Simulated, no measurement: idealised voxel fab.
You're looking at the process module voxel gate over fins.
Cross-section cut spans 280 nm and uses square cells 5 nm in size.
In what follows, cross-sections appear as grids of square cells, described through bands that run from the top down, where every band is one or more rows of cells.
Heights first: top, then bottom, in nm. Then materials, left to right, each with a width in nm. "throughout" on a single material: fills the band edge to edge. "empty": empty space.
We count height from 0. Below that, the starting wafer is all one material. The lowest band never ends at the bottom but goes on down; see "top 0, no bottom" for how that is written.
Width: "30->40" (first number = top row, second number = bottom row, same change from row to row of cells).
No cell of the cross-section changed in a step that is given as "remained unchanged".
Enclosed voids (no open way to top), threshold 8 cells or more, entry "Voids lacking openings", notation width x height at distance, distance from left edge, nm.
Whatever follows a step's settings on its line is a remark the simulator itself makes about that step.
The "overlay nm" setting may appear on a step's line; for a step that uses a mask, it gives how far to the right of its planned position the mask lay, and a negative value indicates the left.

So here's the lineup of process steps we planned:
1: RECEIVE | material Si
2: CONFORMAL_DEP | material SiN | thk nm 5
3: PATTERN | tone cover | mask id FINS | material resist | width nm 15 | pitch nm 45 | thk nm 20 | overlay nm 0
4: DIRECTIONAL_ETCH | etch materials SiN | depth nm 5
5: DIRECTIONAL_ETCH | etch materials Si | depth nm 35
6: STRIP | etch materials resist
7: FILL_DEP | material SiO2 | thk nm 15
8: CMP | height nm 5
9: SELECTIVE_ETCH | etch materials SiO2 | depth nm 20
10: STRIP | etch materials SiN
11: CONFORMAL_DEP | material HfO2 | thk nm 5
12: CONFORMAL_DEP | material TiN | thk nm 5
13: CONFORMAL_DEP | material TiAl | thk nm 5
14: CONFORMAL_DEP | material TiN | thk nm 5
15: FILL_DEP | material W | thk nm 10
16: CMP | height nm 25
17: CONFORMAL_DEP | material SiN | thk nm 10

So, the first of our two wafers, run just as we planned it:

This is the cross-section of the wafer as we received it, i.e. after step 1:
	top 0, no bottom = Si throughout
	Voids lacking openings: none

State of the wafer after step 2, shown in cross-section:
	top 5, bottom 0 = SiN throughout
	Whatever lies below 0 is exactly as it was before.

State of the wafer after step 3, shown in cross-section:
	top 25, bottom 5 = 110 nm empty, 15 nm resist, 30 nm empty, 15 nm resist, 110 nm empty
	Whatever lies below 5 is exactly as it was before.

State of the wafer after step 4, shown in cross-section:
	top 25, bottom 5 = 110 nm empty, 15 nm resist, 30 nm empty, 15 nm resist, 110 nm empty
	top 5, bottom 0 = 110 nm empty, 15 nm SiN, 30 nm empty, 15 nm SiN, 110 nm empty
	Whatever lies below 0 is exactly as it was before.

State of the wafer after step 5, shown in cross-section:
	top 25, bottom 5 = 110 nm empty, 15 nm resist, 30 nm empty, 15 nm resist, 110 nm empty
	top 5, bottom 0 = 110 nm empty, 15 nm SiN, 30 nm empty, 15 nm SiN, 110 nm empty
	top 0, bottom -35 = 110 nm empty, 15 nm Si, 30 nm empty, 15 nm Si, 110 nm empty
	Whatever lies below -35 is exactly as it was before.

State of the wafer after step 6, shown in cross-section:
	top 5, bottom 0 = 110 nm empty, 15 nm SiN, 30 nm empty, 15 nm SiN, 110 nm empty
	Whatever lies below 0 is exactly as it was before.

State of the wafer after step 7, shown in cross-section:
	top 20, bottom 5 = SiO2 throughout
	top 5, bottom 0 = 110 nm SiO2, 15 nm SiN, 30 nm SiO2, 15 nm SiN, 110 nm SiO2
	top 0, bottom -35 = 110 nm SiO2, 15 nm Si, 30 nm SiO2, 15 nm Si, 110 nm SiO2
	Whatever lies below -35 is exactly as it was before.

State of the wafer after step 8, shown in cross-section:
	top 5, bottom 0 = 110 nm SiO2, 15 nm SiN, 30 nm SiO2, 15 nm SiN, 110 nm SiO2
	Whatever lies below 0 is exactly as it was before.

State of the wafer after step 9, shown in cross-section:
	top 5, bottom 0 = 110 nm empty, 15 nm SiN, 30 nm empty, 15 nm SiN, 110 nm empty
	top 0, bottom -15 = 110 nm empty, 15 nm Si, 30 nm empty, 15 nm Si, 110 nm empty
	Whatever lies below -15 is exactly as it was before.

State of the wafer after step 10, shown in cross-section:
	top 0, bottom -15 = 110 nm empty, 15 nm Si, 30 nm empty, 15 nm Si, 110 nm empty
	Whatever lies below -15 is exactly as it was before.

State of the wafer after step 11, shown in cross-section:
	top 5, bottom 0 = 105 nm empty, 25 nm HfO2, 20 nm empty, 25 nm HfO2, 105 nm empty
	top 0, bottom -10 = 105 nm empty, 5 nm HfO2, 15 nm Si, 5 nm HfO2, 20 nm empty, 5 nm HfO2, 15 nm Si, 5 nm HfO2, 105 nm empty
	top -10, bottom -15 = 110 nm HfO2, 15 nm Si, 30 nm HfO2, 15 nm Si, 110 nm HfO2
	Whatever lies below -15 is exactly as it was before.

State of the wafer after step 12, shown in cross-section:
	top 10, bottom 5 = 100 nm empty, 35 nm TiN, 10 nm empty, 35 nm TiN, 100 nm empty
	top 5, bottom 0 = 100 nm empty, 5 nm TiN, 25 nm HfO2, 5 nm TiN, 10 nm empty, 5 nm TiN, 25 nm HfO2, 5 nm TiN, 100 nm empty
	top 0, bottom -5 = 100 nm empty, 5 nm TiN, 5 nm HfO2, 15 nm Si, 5 nm HfO2, 5 nm TiN, 10 nm empty, 5 nm TiN, 5 nm HfO2, 15 nm Si, 5 nm HfO2, 5 nm TiN, 100 nm empty
	top -5, bottom -10 = 105 nm TiN, 5 nm HfO2, 15 nm Si, 5 nm HfO2, 20 nm TiN, 5 nm HfO2, 15 nm Si, 5 nm HfO2, 105 nm TiN
	Whatever lies below -10 is exactly as it was before.

State of the wafer after step 13, shown in cross-section:
	top 15, bottom 10 = 95 nm empty, 90 nm TiAl, 95 nm empty
	top 10, bottom 5 = 95 nm empty, 5 nm TiAl, 35 nm TiN, 10 nm TiAl, 35 nm TiN, 5 nm TiAl, 95 nm empty
	top 5, bottom 0 = 95 nm empty, 5 nm TiAl, 5 nm TiN, 25 nm HfO2, 5 nm TiN, 10 nm TiAl, 5 nm TiN, 25 nm HfO2, 5 nm TiN, 5 nm TiAl, 95 nm empty
	top 0, bottom -5 = 100 nm TiAl, 5 nm TiN, 5 nm HfO2, 15 nm Si, 5 nm HfO2, 5 nm TiN, 10 nm TiAl, 5 nm TiN, 5 nm HfO2, 15 nm Si, 5 nm HfO2, 5 nm TiN, 100 nm TiAl
	Whatever lies below -5 is exactly as it was before.

State of the wafer after step 14, shown in cross-section:
	top 20, bottom 15 = 90 nm empty, 100 nm TiN, 90 nm empty
	top 15, bottom 10 = 90 nm empty, 5 nm TiN, 90 nm TiAl, 5 nm TiN, 90 nm empty
	top 10, bottom 5 = 90 nm empty, 5 nm TiN, 5 nm TiAl, 35 nm TiN, 10 nm TiAl, 35 nm TiN, 5 nm TiAl, 5 nm TiN, 90 nm empty
	top 5, bottom 0 = 95 nm TiN, 5 nm TiAl, 5 nm TiN, 25 nm HfO2, 5 nm TiN, 10 nm TiAl, 5 nm TiN, 25 nm HfO2, 5 nm TiN, 5 nm TiAl, 95 nm TiN
	Whatever lies below 0 is exactly as it was before.

State of the wafer after step 15, shown in cross-section:
	top 30, bottom 20 = W throughout
	top 20, bottom 15 = 90 nm W, 100 nm TiN, 90 nm W
	top 15, bottom 10 = 90 nm W, 5 nm TiN, 90 nm TiAl, 5 nm TiN, 90 nm W
	top 10, bottom 5 = 90 nm W, 5 nm TiN, 5 nm TiAl, 35 nm TiN, 10 nm TiAl, 35 nm TiN, 5 nm TiAl, 5 nm TiN, 90 nm W
	Whatever lies below 5 is exactly as it was before.

State of the wafer after step 16, shown in cross-section:
	top 25, bottom 20 = W throughout
	Whatever lies below 20 is exactly as it was before.

State of the wafer after step 17, shown in cross-section:
	top 35, bottom 25 = SiN throughout
	Whatever lies below 25 is exactly as it was before.

Wafer two of the pair: same origin, same plan, one error during the run; identical to wafer one up to and including step 4:

Cross-section: second wafer, time at which step 5 was scheduled to end:
	top 25, bottom 5 = 110 nm empty, 15 nm resist, 30 nm empty, 15 nm resist, 110 nm empty
	top 5, bottom 0 = 110 nm empty, 15 nm SiN, 30 nm empty, 15 nm SiN, 110 nm empty
	top 0, bottom -70 = 110 nm empty, 15 nm Si, 30 nm empty, 15 nm Si, 110 nm empty
	Whatever lies below -70 is exactly as it was before.

Cross-section: second wafer, time at which step 6 was scheduled to end:
	top 5, bottom 0 = 110 nm empty, 15 nm SiN, 30 nm empty, 15 nm SiN, 110 nm empty
	Whatever lies below 0 is exactly as it was before.

Cross-section: second wafer, time at which step 7 was scheduled to end:
	top 20, bottom 5 = SiO2 throughout
	top 5, bottom 0 = 110 nm SiO2, 15 nm SiN, 30 nm SiO2, 15 nm SiN, 110 nm SiO2
	top 0, bottom -70 = 110 nm SiO2, 15 nm Si, 30 nm SiO2, 15 nm Si, 110 nm SiO2
	Whatever lies below -70 is exactly as it was before.

Cross-section: second wafer, time at which step 8 was scheduled to end:
	top 5, bottom 0 = 110 nm SiO2, 15 nm SiN, 30 nm SiO2, 15 nm SiN, 110 nm SiO2
	Whatever lies below 0 is exactly as it was before.

Cross-section: second wafer, time at which step 9 was scheduled to end:
	top 5, bottom 0 = 110 nm empty, 15 nm SiN, 30 nm empty, 15 nm SiN, 110 nm empty
	top 0, bottom -15 = 110 nm empty, 15 nm Si, 30 nm empty, 15 nm Si, 110 nm empty
	Whatever lies below -15 is exactly as it was before.

Cross-section: second wafer, time at which step 10 was scheduled to end:
	top 0, bottom -15 = 110 nm empty, 15 nm Si, 30 nm empty, 15 nm Si, 110 nm empty
	Whatever lies below -15 is exactly as it was before.

Cross-section: second wafer, time at which step 11 was scheduled to end:
	top 5, bottom 0 = 105 nm empty, 25 nm HfO2, 20 nm empty, 25 nm HfO2, 105 nm empty
	top 0, bottom -10 = 105 nm empty, 5 nm HfO2, 15 nm Si, 5 nm HfO2, 20 nm empty, 5 nm HfO2, 15 nm Si, 5 nm HfO2, 105 nm empty
	top -10, bottom -15 = 110 nm HfO2, 15 nm Si, 30 nm HfO2, 15 nm Si, 110 nm HfO2
	Whatever lies below -15 is exactly as it was before.

Cross-section: second wafer, time at which step 12 was scheduled to end:
	top 10, bottom 5 = 100 nm empty, 35 nm TiN, 10 nm empty, 35 nm TiN, 100 nm empty
	top 5, bottom 0 = 100 nm empty, 5 nm TiN, 25 nm HfO2, 5 nm TiN, 10 nm empty, 5 nm TiN, 25 nm HfO2, 5 nm TiN, 100 nm empty
	top 0, bottom -5 = 100 nm empty, 5 nm TiN, 5 nm HfO2, 15 nm Si, 5 nm HfO2, 5 nm TiN, 10 nm empty, 5 nm TiN, 5 nm HfO2, 15 nm Si, 5 nm HfO2, 5 nm TiN, 100 nm empty
	top -5, bottom -10 = 105 nm TiN, 5 nm HfO2, 15 nm Si, 5 nm HfO2, 20 nm TiN, 5 nm HfO2, 15 nm Si, 5 nm HfO2, 105 nm TiN
	Whatever lies below -10 is exactly as it was before.

Cross-section: second wafer, time at which step 13 was scheduled to end:
	top 15, bottom 10 = 95 nm empty, 90 nm TiAl, 95 nm empty
	top 10, bottom 5 = 95 nm empty, 5 nm TiAl, 35 nm TiN, 10 nm TiAl, 35 nm TiN, 5 nm TiAl, 95 nm empty
	top 5, bottom 0 = 95 nm empty, 5 nm TiAl, 5 nm TiN, 25 nm HfO2, 5 nm TiN, 10 nm TiAl, 5 nm TiN, 25 nm HfO2, 5 nm TiN, 5 nm TiAl, 95 nm empty
	top 0, bottom -5 = 100 nm TiAl, 5 nm TiN, 5 nm HfO2, 15 nm Si, 5 nm HfO2, 5 nm TiN, 10 nm TiAl, 5 nm TiN, 5 nm HfO2, 15 nm Si, 5 nm HfO2, 5 nm TiN, 100 nm TiAl
	Whatever lies below -5 is exactly as it was before.

Cross-section: second wafer, time at which step 14 was scheduled to end:
	top 20, bottom 15 = 90 nm empty, 100 nm TiN, 90 nm empty
	top 15, bottom 10 = 90 nm empty, 5 nm TiN, 90 nm TiAl, 5 nm TiN, 90 nm empty
	top 10, bottom 5 = 90 nm empty, 5 nm TiN, 5 nm TiAl, 35 nm TiN, 10 nm TiAl, 35 nm TiN, 5 nm TiAl, 5 nm TiN, 90 nm empty
	top 5, bottom 0 = 95 nm TiN, 5 nm TiAl, 5 nm TiN, 25 nm HfO2, 5 nm TiN, 10 nm TiAl, 5 nm TiN, 25 nm HfO2, 5 nm TiN, 5 nm TiAl, 95 nm TiN
	Whatever lies below 0 is exactly as it was before.

Cross-section: second wafer, time at which step 15 was scheduled to end:
	top 30, bottom 20 = W throughout
	top 20, bottom 15 = 90 nm W, 100 nm TiN, 90 nm W
	top 15, bottom 10 = 90 nm W, 5 nm TiN, 90 nm TiAl, 5 nm TiN, 90 nm W
	top 10, bottom 5 = 90 nm W, 5 nm TiN, 5 nm TiAl, 35 nm TiN, 10 nm TiAl, 35 nm TiN, 5 nm TiAl, 5 nm TiN, 90 nm W
	Whatever lies below 5 is exactly as it was before.

Cross-section: second wafer, time at which step 16 was scheduled to end:
	top 25, bottom 20 = W throughout
	Whatever lies below 20 is exactly as it was before.

Cross-section: second wafer, time at which step 17 was scheduled to end:
	top 35, bottom 25 = SiN throughout
	Whatever lies below 25 is exactly as it was before.
What was done differently from what was planned? plan step 5 ran twice
At the finish, the second wafer shows more or fewer cells for some materials than the first does: Si -350, SiO2 +350
